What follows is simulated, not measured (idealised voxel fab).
process module | voxel transistor to metal
The width of the displayed cross-section, cut, is 165 nm; its cells are square, with a size of 5 nm.
Reading order for cross-sections: top band down to bottom band. Underlying form: a grid of square cells. Band size: one or more rows of cells.
Band: top height; bottom height; in nm. Then, left to right: material with width in nm, for each material. "edge to edge": a single material spanning edge to edge. "empty": empty space.
Heads up on the height convention: 0 is the point under which the incoming wafer is all one material, and the lowest band has no bottom, it just keeps going down, like "0 down".
Width spec "30..40" -> top row of cells at first value, bottom row at second value, equal per-row change in between.
Step marked "all unchanged"? Then no cell in the cross-section changed in it.
Closed-off voids of 8+ cells (no open route to the top) go in "Fully sealed voids", written width x height at distance from the left edge, in nm.
Note: text after step settings on the step line = simulator remark on that step.
The optional step-line setting "overlay nm" applies to steps with a mask and quantifies how far to the right of its planned location the mask lay, a negative value indicating leftward placement.
Set out below are the planned steps of the process:
- 1: RECEIVE (material Si)
- 2: OXIDIZE (depth nm 5)
- 3: CONFORMAL_DEP (material SiN; thk nm 10)
- 4: MASKED_ETCH (tone cover; mask id ACTIVE; width nm 110; etch materials SiN; depth nm 10; overlay nm 0)
- 5: MASKED_ETCH (tone cover; mask id ACTIVE; width nm 110; etch materials SiO2; depth nm 5; overlay nm -10)
- 6: MASKED_ETCH (tone cover; mask id ACTIVE; width nm 110; etch materials Si; depth nm 25; overlay nm 0)
- 7: OXIDIZE (depth nm 5)
- 8: FILL_DEP (material SiO2; thk nm 15)
- 9: CMP (height nm 10)
- 10: SELECTIVE_ETCH (etch materials SiO2; depth nm 5)
- 11: STRIP (etch materials SiN)
- 12: SELECTIVE_ETCH (etch materials SiO2; depth nm 5)
- 13: OXIDIZE (depth nm 5)
- 14: DIRECTIONAL_DEP (material polySi; thk nm 30)
- 15: DIRECTIONAL_DEP (material SiCN; thk nm 15)
- 16: PATTERN (tone cover; mask id GATE; material resist; width nm 30; thk nm 15; overlay nm 0)
- 17: DIRECTIONAL_ETCH (etch materials SiCN; depth nm 25)
- 18: DIRECTIONAL_ETCH (etch materials polySi; depth nm 40)
- 19: STRIP (etch materials resist)
- 20: CONFORMAL_DEP (material SiO2; thk nm 5)
- 21: DIRECTIONAL_ETCH (etch materials SiO2; depth nm 5)
- 22: CONFORMAL_DEP (material SiN; thk nm 10)
- 23: DIRECTIONAL_ETCH (etch materials SiN; depth nm 10)
- 24: DIRECTIONAL_ETCH (etch materials SiO2; depth nm 5)
- 25: DIRECTIONAL_ETCH (etch materials Si; depth nm 5)
- 26: EPI (material pSi; thk nm 10)
- 27: FILL_DEP (material SiO2; thk nm 10)
- 28: CMP (height nm 25)
- 29: STRIP (etch materials polySi)
- 30: SELECTIVE_ETCH (etch materials SiO2; depth nm 5)
- 31: CONFORMAL_DEP (material HfO2; thk nm 5)
- 32: CONFORMAL_DEP (material TiN; thk nm 5)
- 33: FILL_DEP (material W; thk nm 5)
- 34: CMP (height nm 20)
- 35: DIRECTIONAL_DEP (material SiO2; thk nm 10)
- 36: PATTERN (tone open; mask id CONTACT; material resist; width nm 15; pitch nm 75; thk nm 20; overlay nm 0)
- 37: DIRECTIONAL_ETCH (etch materials SiO2; depth nm 30)
- 38: STRIP (etch materials resist)
- 39: CONFORMAL_DEP (material TiN; thk nm 5)
- 40: FILL_DEP (material Ru; thk nm 10)
- 41: CMP (height nm 30)
- 42: DIRECTIONAL_DEP (material TiN; thk nm 5)
- 43: DIRECTIONAL_DEP (material W; thk nm 15)
- 44: PATTERN (tone cover; mask id METAL_1; material resist; width nm 15; pitch nm 75; thk nm 20; overlay nm 0)
- 45: DIRECTIONAL_ETCH (etch materials W; depth nm 15)
- 46: DIRECTIONAL_ETCH (etch materials TiN; depth nm 5)
- 47: STRIP (etch materials resist)
- 48: FILL_DEP (material lowk; thk nm 5)
- 49: CMP (height nm 50)
- 50: CONFORMAL_DEP (material SiCN; thk nm 5)
Quick note for whoever runs this: the wafers start identical, but the overlay nm at step 5 isn't the same across them. The plan just shows what the first wafer had.
As-received cross-section, first of several wafers, post step 1:
    0 down = Si edge to edge
    Fully sealed voids: none
Each row below is a wafer at the end of the module, listing for every material the number of cells it has gained (+) or lost (-) since it was received, followed by its closed voids:
overlay nm -10 | +18 HfO2 | +10 Ru | -127 Si | +33 SiCN | +24 SiN | +199 SiO2 | +46 TiN | +34 W | +108 lowk | +18 pSi | Fully sealed voids: none
overlay nm -5 | +18 HfO2 | +10 Ru | -132 Si | +33 SiCN | +24 SiN | +204 SiO2 | +46 TiN | +34 W | +108 lowk | +18 pSi | Fully sealed voids: none
overlay nm 0 | +18 HfO2 | +10 Ru | -137 Si | +33 SiCN | +24 SiN | +209 SiO2 | +46 TiN | +34 W | +108 lowk | +18 pSi | Fully sealed voids: none
overlay nm 5 | +18 HfO2 | +10 Ru | -132 Si | +33 SiCN | +24 SiN | +204 SiO2 | +46 TiN | +34 W | +108 lowk | +18 pSi | Fully sealed voids: none
overlay nm 10 | +18 HfO2 | +10 Ru | -127 Si | +33 SiCN | +24 SiN | +199 SiO2 | +46 TiN | +34 W | +108 lowk | +18 pSi | Fully sealed voids: none
overlay nm 15 | +18 HfO2 | +10 Ru | -122 Si | +33 SiCN | +24 SiN | +194 SiO2 | +46 TiN | +34 W | +108 lowk | +18 pSi | Fully sealed voids: none
